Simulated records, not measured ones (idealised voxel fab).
process module | voxel capacitor over wiring
cross-section cut | 180 nm wide | cells 5 nm
A cross-section is a grid of square cells, given in bands from the top down. A band is one or more rows of cells.
Each band's line starts with the height of the band's top and of its bottom, in nm. Then come its materials from left to right, each with its width in nm. One material with "throughout" fills the band from edge to edge. "air" is empty space.
Height 0 is the level under which the wafer as received is all one material. The lowest band goes on downwards, as in "0 down".
A width such as "30 to 40" changes by the same amount from each row of cells to the next, from the band's top row to its bottom row.
"no change" after a step means that no cell of the cross-section changed.
closed voids: empty space of 8 cells or more with no open way to the top, each as width x height at its distance from the left edge, in nm
after a step's settings: what the simulator itself notes on the step
overlay nm, on a step with a mask: how far to the right of its planned place the mask lay; to the left if negative
plan
1 op RECEIVE | material Si
2 op CONFORMAL_DEP | material SiO2 | thk nm 15
3 op CONFORMAL_DEP | material SiCN | thk nm 5
4 op DIRECTIONAL_DEP | material SiO2 | thk nm 25
5 op MASKED_ETCH | tone open | mask id METAL_1 | width nm 25 | pitch nm 75 | etch materials SiO2 | depth nm 25 | overlay nm 0
6 op MASKED_ETCH | tone open | mask id METAL_1 | width nm 25 | pitch nm 75 | etch materials SiCN | depth nm 5 | overlay nm 0
7 op CONFORMAL_DEP | material TiN | thk nm 5
8 op FILL_DEP | material W | thk nm 10
9 op CMP | height nm 45
10 op CONFORMAL_DEP | material SiCN | thk nm 5
11 op DIRECTIONAL_DEP | material SiO2 | thk nm 20
12 op MASKED_ETCH | tone open | mask id PLUG_1 | width nm 15 | etch materials SiO2 | depth nm 20 | overlay nm 0
13 op MASKED_ETCH | tone open | mask id PLUG_1 | width nm 15 | etch materials SiCN | depth nm 5 | overlay nm 0
14 op EPI | material Ru | thk nm 10
15 op EPI | material Ru | thk nm 10
16 op EPI | material Ru | thk nm 5
17 op DIRECTIONAL_DEP | material TiN | thk nm 10
18 op DIRECTIONAL_DEP | material SiN | thk nm 5
19 op DIRECTIONAL_DEP | material TiN | thk nm 10
20 op MASKED_ETCH | tone cover | mask id UPPER_PLATE | width nm 55 | etch materials TiN | depth nm 10 | overlay nm 0
21 op MASKED_ETCH | tone cover | mask id UPPER_PLATE | width nm 55 | etch materials SiN | depth nm 5 | overlay nm 0
22 op PATTERN | tone cover | mask id LOWER_PLATE | material resist | width nm 65 | thk nm 20 | overlay nm 0
23 op DIRECTIONAL_ETCH | etch materials TiN | depth nm 10
24 op STRIP | etch materials resist
25 op FILL_DEP | material SiO2 | thk nm 15
26 op CMP | height nm 105
27 op MASKED_ETCH | tone open | mask id PLUG_2 | width nm 15 | etch materials SiO2 | depth nm 10 | overlay nm 0
28 op CONFORMAL_DEP | material TiN | thk nm 5
29 op FILL_DEP | material Cu | thk nm 10
30 op CMP | height nm 105
31 op CONFORMAL_DEP | material SiN | thk nm 5
first wafer, as planned
as received, after step 1
  0 down: Si throughout
  closed voids: none
after step 2
  15 to 0: SiO2 throughout
  below 0: unchanged
after step 3
  20 to 15: SiCN throughout
  below 15: unchanged
after step 4
  45 to 20: SiO2 throughout
  below 20: unchanged
after step 5
  45 to 20: SiO2 40 | air 25 | SiO2 50 | air 25 | SiO2 40
  below 20: unchanged
after step 6
  45 to 20: SiO2 40 | air 25 | SiO2 50 | air 25 | SiO2 40
  20 to 15: SiCN 40 | air 25 | SiCN 50 | air 25 | SiCN 40
  below 15: unchanged
after step 7
  50 to 45: TiN 45 | air 15 | TiN 60 | air 15 | TiN 45
  45 to 20: SiO2 40 | TiN 5 | air 15 | TiN 5 | SiO2 50 | TiN 5 | air 15 | TiN 5 | SiO2 40
  20 to 15: SiCN 40 | TiN 25 | SiCN 50 | TiN 25 | SiCN 40
  below 15: unchanged
after step 8
  60 to 50: W throughout
  50 to 45: TiN 45 | W 15 | TiN 60 | W 15 | TiN 45
  45 to 20: SiO2 40 | TiN 5 | W 15 | TiN 5 | SiO2 50 | TiN 5 | W 15 | TiN 5 | SiO2 40
  below 20: unchanged
after step 9
  45 to 20: SiO2 40 | TiN 5 | W 15 | TiN 5 | SiO2 50 | TiN 5 | W 15 | TiN 5 | SiO2 40
  below 20: unchanged
after step 10
  50 to 45: SiCN throughout
  below 45: unchanged
after step 11
  70 to 50: SiO2 throughout
  below 50: unchanged
after step 12
  70 to 50: SiO2 50 | air 15 | SiO2 115
  below 50: unchanged
after step 13
  70 to 50: SiO2 50 | air 15 | SiO2 115
  50 to 45: SiCN 50 | air 15 | SiCN 115
  below 45: unchanged
after step 14
  70 to 55: SiO2 50 | air 15 | SiO2 115
  55 to 50: SiO2 50 | Ru 15 | SiO2 115
  50 to 45: SiCN 50 | Ru 15 | SiCN 115
  below 45: unchanged
after step 15
  70 to 65: SiO2 50 | air 15 | SiO2 115
  65 to 50: SiO2 50 | Ru 15 | SiO2 115
  below 50: unchanged
after step 16
  70 to 50: SiO2 50 | Ru 15 | SiO2 115
  below 50: unchanged
after step 17
  80 to 70: TiN throughout
  below 70: unchanged
after step 18
  85 to 80: SiN throughout
  below 80: unchanged
after step 19
  95 to 85: TiN throughout
  below 85: unchanged
after step 20
  95 to 85: air 50 | TiN 55 | air 75
  below 85: unchanged
after step 21
  95 to 85: air 50 | TiN 55 | air 75
  85 to 80: air 50 | SiN 55 | air 75
  below 80: unchanged
after step 22
  115 to 95: air 45 | resist 65 | air 70
  95 to 85: air 45 | resist 5 | TiN 55 | resist 5 | air 70
  85 to 80: air 45 | resist 5 | SiN 55 | resist 5 | air 70
  below 80: unchanged
after step 23
  115 to 95: air 45 | resist 65 | air 70
  95 to 85: air 45 | resist 5 | TiN 55 | resist 5 | air 70
  85 to 80: air 45 | resist 5 | SiN 55 | resist 5 | air 70
  80 to 70: air 45 | TiN 65 | air 70
  below 70: unchanged
after step 24
  95 to 85: air 50 | TiN 55 | air 75
  85 to 80: air 50 | SiN 55 | air 75
  below 80: unchanged
after step 25
  110 to 95: SiO2 throughout
  95 to 85: SiO2 50 | TiN 55 | SiO2 75
  85 to 80: SiO2 50 | SiN 55 | SiO2 75
  80 to 70: SiO2 45 | TiN 65 | SiO2 70
  below 70: unchanged
after step 26
  105 to 95: SiO2 throughout
  below 95: unchanged
after step 27
  105 to 95: SiO2 60 | air 15 | SiO2 105
  below 95: unchanged
after step 28
  110 to 105: TiN 65 | air 5 | TiN 110
  105 to 100: SiO2 60 | TiN 5 | air 5 | TiN 5 | SiO2 105
  100 to 95: SiO2 60 | TiN 15 | SiO2 105
  below 95: unchanged
after step 29
  120 to 110: Cu throughout
  110 to 105: TiN 65 | Cu 5 | TiN 110
  105 to 100: SiO2 60 | TiN 5 | Cu 5 | TiN 5 | SiO2 105
  below 100: unchanged
after step 30
  105 to 100: SiO2 60 | TiN 5 | Cu 5 | TiN 5 | SiO2 105
  below 100: unchanged
after step 31
  110 to 105: SiN throughout
  below 105: unchanged
second wafer: like start, like plan, one mistake. Through step 1 it matches the first wafer
when step 2 should have ended
  15 to 0: Cu throughout
  below 0: unchanged
when step 3 should have ended
  20 to 15: SiCN throughout
  below 15: unchanged
when step 4 should have ended
  45 to 20: SiO2 throughout
  below 20: unchanged
when step 5 should have ended
  45 to 20: SiO2 40 | air 25 | SiO2 50 | air 25 | SiO2 40
  below 20: unchanged
when step 6 should have ended
  45 to 20: SiO2 40 | air 25 | SiO2 50 | air 25 | SiO2 40
  20 to 15: SiCN 40 | air 25 | SiCN 50 | air 25 | SiCN 40
  below 15: unchanged
when step 7 should have ended
  50 to 45: TiN 45 | air 15 | TiN 60 | air 15 | TiN 45
  45 to 20: SiO2 40 | TiN 5 | air 15 | TiN 5 | SiO2 50 | TiN 5 | air 15 | TiN 5 | SiO2 40
  20 to 15: SiCN 40 | TiN 25 | SiCN 50 | TiN 25 | SiCN 40
  below 15: unchanged
when step 8 should have ended
  60 to 50: W throughout
  50 to 45: TiN 45 | W 15 | TiN 60 | W 15 | TiN 45
  45 to 20: SiO2 40 | TiN 5 | W 15 | TiN 5 | SiO2 50 | TiN 5 | W 15 | TiN 5 | SiO2 40
  below 20: unchanged
when step 9 should have ended
  45 to 20: SiO2 40 | TiN 5 | W 15 | TiN 5 | SiO2 50 | TiN 5 | W 15 | TiN 5 | SiO2 40
  below 20: unchanged
when step 10 should have ended
  50 to 45: SiCN throughout
  below 45: unchanged
when step 11 should have ended
  70 to 50: SiO2 throughout
  below 50: unchanged
when step 12 should have ended
  70 to 50: SiO2 50 | air 15 | SiO2 115
  below 50: unchanged
when step 13 should have ended
  70 to 50: SiO2 50 | air 15 | SiO2 115
  50 to 45: SiCN 50 | air 15 | SiCN 115
  below 45: unchanged
when step 14 should have ended
  70 to 55: SiO2 50 | air 15 | SiO2 115
  55 to 50: SiO2 50 | Ru 15 | SiO2 115
  50 to 45: SiCN 50 | Ru 15 | SiCN 115
  below 45: unchanged
when step 15 should have ended
  70 to 65: SiO2 50 | air 15 | SiO2 115
  65 to 50: SiO2 50 | Ru 15 | SiO2 115
  below 50: unchanged
when step 16 should have ended
  70 to 50: SiO2 50 | Ru 15 | SiO2 115
  below 50: unchanged
when step 17 should have ended
  80 to 70: TiN throughout
  below 70: unchanged
when step 18 should have ended
  85 to 80: SiN throughout
  below 80: unchanged
when step 19 should have ended
  95 to 85: TiN throughout
  below 85: unchanged
when step 20 should have ended
  95 to 85: air 50 | TiN 55 | air 75
  below 85: unchanged
when step 21 should have ended
  95 to 85: air 50 | TiN 55 | air 75
  85 to 80: air 50 | SiN 55 | air 75
  below 80: unchanged
when step 22 should have ended
  115 to 95: air 45 | resist 65 | air 70
  95 to 85: air 45 | resist 5 | TiN 55 | resist 5 | air 70
  85 to 80: air 45 | resist 5 | SiN 55 | resist 5 | air 70
  below 80: unchanged
when step 23 should have ended
  115 to 95: air 45 | resist 65 | air 70
  95 to 85: air 45 | resist 5 | TiN 55 | resist 5 | air 70
  85 to 80: air 45 | resist 5 | SiN 55 | resist 5 | air 70
  80 to 70: air 45 | TiN 65 | air 70
  below 70: unchanged
when step 24 should have ended
  95 to 85: air 50 | TiN 55 | air 75
  85 to 80: air 50 | SiN 55 | air 75
  below 80: unchanged
when step 25 should have ended
  110 to 95: SiO2 throughout
  95 to 85: SiO2 50 | TiN 55 | SiO2 75
  85 to 80: SiO2 50 | SiN 55 | SiO2 75
  80 to 70: SiO2 45 | TiN 65 | SiO2 70
  below 70: unchanged
when step 26 should have ended
  105 to 95: SiO2 throughout
  below 95: unchanged
when step 27 should have ended
  105 to 95: SiO2 60 | air 15 | SiO2 105
  below 95: unchanged
when step 28 should have ended
  110 to 105: TiN 65 | air 5 | TiN 110
  105 to 100: SiO2 60 | TiN 5 | air 5 | TiN 5 | SiO2 105
  100 to 95: SiO2 60 | TiN 15 | SiO2 105
  below 95: unchanged
when step 29 should have ended
  120 to 110: Cu throughout
  110 to 105: TiN 65 | Cu 5 | TiN 110
  105 to 100: SiO2 60 | TiN 5 | Cu 5 | TiN 5 | SiO2 105
  below 100: unchanged
when step 30 should have ended
  105 to 100: SiO2 60 | TiN 5 | Cu 5 | TiN 5 | SiO2 105
  below 100: unchanged
when step 31 should have ended
  110 to 105: SiN throughout
  below 105: unchanged
what went wrong: step 2 ran as: op CONFORMAL_DEP | material Cu | thk nm 15
at the end the second wafer has, in cells: 108 more of Cu | 108 fewer of SiO2
